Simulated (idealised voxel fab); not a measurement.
Documented hereafter: the process module known as voxel ribs on slabs.
The cross-section on display is named cut; it measures 295 nm wide, and its cells are 5 nm squares.
Just so we're on the same page, the cross-sections are grids of square cells, and they're listed out in bands top to bottom, each band one or more rows deep. Band entry format. Leading values: height of top, height of bottom, nm. Remainder: materials in left-to-right order, each with its width in nm. Special words: "edge to edge" on a single material, which then fills the band edge to edge; "empty", empty space. Note: height 0 marks the level under which the wafer is uniformly one material as received. Lowest band unbounded below, written "0 nm and below". Width "30..40": first value at the band's top row of cells, second value at its bottom row, equal change from row to row. The cross-section has no changed cell in any step marked "nothing different". The list in "Closed void register" covers empty spaces of 8 cells or more that cannot reach the top through any open way, and it gives each as width x height at distance; the distance is from the left edge, and width, height and distance are in nm. On a step's line, text after the settings is the simulator commenting on that step. Regarding "overlay nm": on a step with a mask, it is the distance the mask lay to the right of its planned place; a negative value places it to the left.
### Set out below are the planned steps of the process
step 1: RECEIVE [material Si]
step 2: DIRECTIONAL_DEP [material SiO2] [thk nm 25]
step 3: DIRECTIONAL_DEP [material SiN] [thk nm 20]
step 4: MASKED_ETCH [tone cover] [mask id RIB] [width nm 15] [etch materials SiN] [depth nm 10] [overlay nm 0]
step 5: PATTERN [tone cover] [mask id SLAB] [material resist] [width nm 55] [thk nm 15] [overlay nm 0]
step 6: DIRECTIONAL_ETCH [etch materials SiN] [depth nm 10]
step 7: STRIP [etch materials resist]
step 8: FILL_DEP [material SiO2] [thk nm 25]
step 9: CMP [height nm 60]
step 10: DIRECTIONAL_DEP [material TiN] [thk nm 10]
step 11: DIRECTIONAL_DEP [material aC] [thk nm 15]
step 12: PATTERN [tone cover] [mask id HEATER] [material resist] [width nm 25] [thk nm 30] [overlay nm 0]
step 13: DIRECTIONAL_ETCH [etch materials aC] [depth nm 15]
step 14: STRIP [etch materials resist]
step 15: DIRECTIONAL_ETCH [etch materials TiN] [depth nm 10]
step 16: STRIP [etch materials aC]
step 17: CONFORMAL_DEP [material SiN] [thk nm 10]
### What follows covers the first of two wafers; it ran as planned
### This is the cross-section of the wafer as we received it, i.e. after step 1
	0 nm and below = Si edge to edge
	Closed void register: none
### Once step 2 is through, the wafer looks like this in cross-section
	25 nm to 0 nm = SiO2 edge to edge
	Unchanged below 0.
### Once step 3 is through, the wafer looks like this in cross-section
	45 nm to 25 nm = SiN edge to edge
	Unchanged below 25.
### Once step 4 is through, the wafer looks like this in cross-section
	45 nm to 35 nm = empty (140); SiN (15); empty (140)
	Unchanged below 35.
### Once step 5 is through, the wafer looks like this in cross-section
	60 nm to 45 nm = empty (120); resist (55); empty (120)
	45 nm to 35 nm = empty (120); resist (20); SiN (15); resist (20); empty (120)
	Unchanged below 35.
### Once step 6 is through, the wafer looks like this in cross-section
	60 nm to 45 nm = empty (120); resist (55); empty (120)
	45 nm to 35 nm = empty (120); resist (20); SiN (15); resist (20); empty (120)
	35 nm to 25 nm = empty (120); SiN (55); empty (120)
	Unchanged below 25.
### Once step 7 is through, the wafer looks like this in cross-section
	45 nm to 35 nm = empty (140); SiN (15); empty (140)
	Unchanged below 35.
### Once step 8 is through, the wafer looks like this in cross-section
	70 nm to 45 nm = SiO2 edge to edge
	45 nm to 35 nm = SiO2 (140); SiN (15); SiO2 (140)
	35 nm to 25 nm = SiO2 (120); SiN (55); SiO2 (120)
	Unchanged below 25.
### Once step 9 is through, the wafer looks like this in cross-section
	60 nm to 45 nm = SiO2 edge to edge
	Unchanged below 45.
### Once step 10 is through, the wafer looks like this in cross-section
	70 nm to 60 nm = TiN edge to edge
	Unchanged below 60.
### Once step 11 is through, the wafer looks like this in cross-section
	85 nm to 70 nm = aC edge to edge
	Unchanged below 70.
### Once step 12 is through, the wafer looks like this in cross-section
	115 nm to 85 nm = empty (135); resist (25); empty (135)
	Unchanged below 85.
### Once step 13 is through, the wafer looks like this in cross-section
	100 nm to 85 nm = empty (135); resist (25); empty (135)
	85 nm to 70 nm = empty (135); aC (25); empty (135)
	Unchanged below 70.
### Once step 14 is through, the wafer looks like this in cross-section
	85 nm to 70 nm = empty (135); aC (25); empty (135)
	Unchanged below 70.
### Once step 15 is through, the wafer looks like this in cross-section
	85 nm to 70 nm = empty (135); aC (25); empty (135)
	70 nm to 60 nm = empty (135); TiN (25); empty (135)
	Unchanged below 60.
### Once step 16 is through, the wafer looks like this in cross-section
	70 nm to 60 nm = empty (135); TiN (25); empty (135)
	Unchanged below 60.
### Once step 17 is through, the wafer looks like this in cross-section
	80 nm to 70 nm = empty (125); SiN (45); empty (125)
	70 nm to 60 nm = SiN (135); TiN (25); SiN (135)
	Unchanged below 60.
### For the second wafer, take the first wafer's start and plan, then add one mistake made in running it; everything through step 3, that step included, is shared with the first
### X-section, second wafer, when step 4 was due to finish
	45 nm to 40 nm = empty (140); SiN (15); empty (140)
	Unchanged below 40.
### X-section, second wafer, when step 5 was due to finish
	60 nm to 45 nm = empty (120); resist (55); empty (120)
	45 nm to 40 nm = empty (120); resist (20); SiN (15); resist (20); empty (120)
	Unchanged below 40.
### X-section, second wafer, when step 6 was due to finish
	60 nm to 45 nm = empty (120); resist (55); empty (120)
	45 nm to 40 nm = empty (120); resist (20); SiN (15); resist (20); empty (120)
	40 nm to 30 nm = empty (120); SiN (55); empty (120)
	Unchanged below 30.
### X-section, second wafer, when step 7 was due to finish
	45 nm to 40 nm = empty (140); SiN (15); empty (140)
	Unchanged below 40.
### X-section, second wafer, when step 8 was due to finish
	70 nm to 45 nm = SiO2 edge to edge
	45 nm to 40 nm = SiO2 (140); SiN (15); SiO2 (140)
	40 nm to 30 nm = SiO2 (120); SiN (55); SiO2 (120)
	Unchanged below 30.
### X-section, second wafer, when step 9 was due to finish
	60 nm to 45 nm = SiO2 edge to edge
	Unchanged below 45.
### X-section, second wafer, when step 10 was due to finish
	70 nm to 60 nm = TiN edge to edge
	Unchanged below 60.
### X-section, second wafer, when step 11 was due to finish
	85 nm to 70 nm = aC edge to edge
	Unchanged below 70.
### X-section, second wafer, when step 12 was due to finish
	115 nm to 85 nm = empty (135); resist (25); empty (135)
	Unchanged below 85.
### X-section, second wafer, when step 13 was due to finish
	100 nm to 85 nm = empty (135); resist (25); empty (135)
	85 nm to 70 nm = empty (135); aC (25); empty (135)
	Unchanged below 70.
### X-section, second wafer, when step 14 was due to finish
	85 nm to 70 nm = empty (135); aC (25); empty (135)
	Unchanged below 70.
### X-section, second wafer, when step 15 was due to finish
	85 nm to 70 nm = empty (135); aC (25); empty (135)
	70 nm to 60 nm = empty (135); TiN (25); empty (135)
	Unchanged below 60.
### X-section, second wafer, when step 16 was due to finish
	70 nm to 60 nm = empty (135); TiN (25); empty (135)
	Unchanged below 60.
### X-section, second wafer, when step 17 was due to finish
	80 nm to 70 nm = empty (125); SiN (45); empty (125)
	70 nm to 60 nm = SiN (135); TiN (25); SiN (135)
	Unchanged below 60.
What broke from the plan during processing? step 4 was not run as planned; what actually ran was MASKED_ETCH [tone cover] [mask id RIB] [width nm 15] [etch materials SiN] [depth nm 5] [overlay nm 0]
End of process, cell counts, second wafer against first, materials with more or fewer: SiN: 56 more, SiO2: 56 fewer
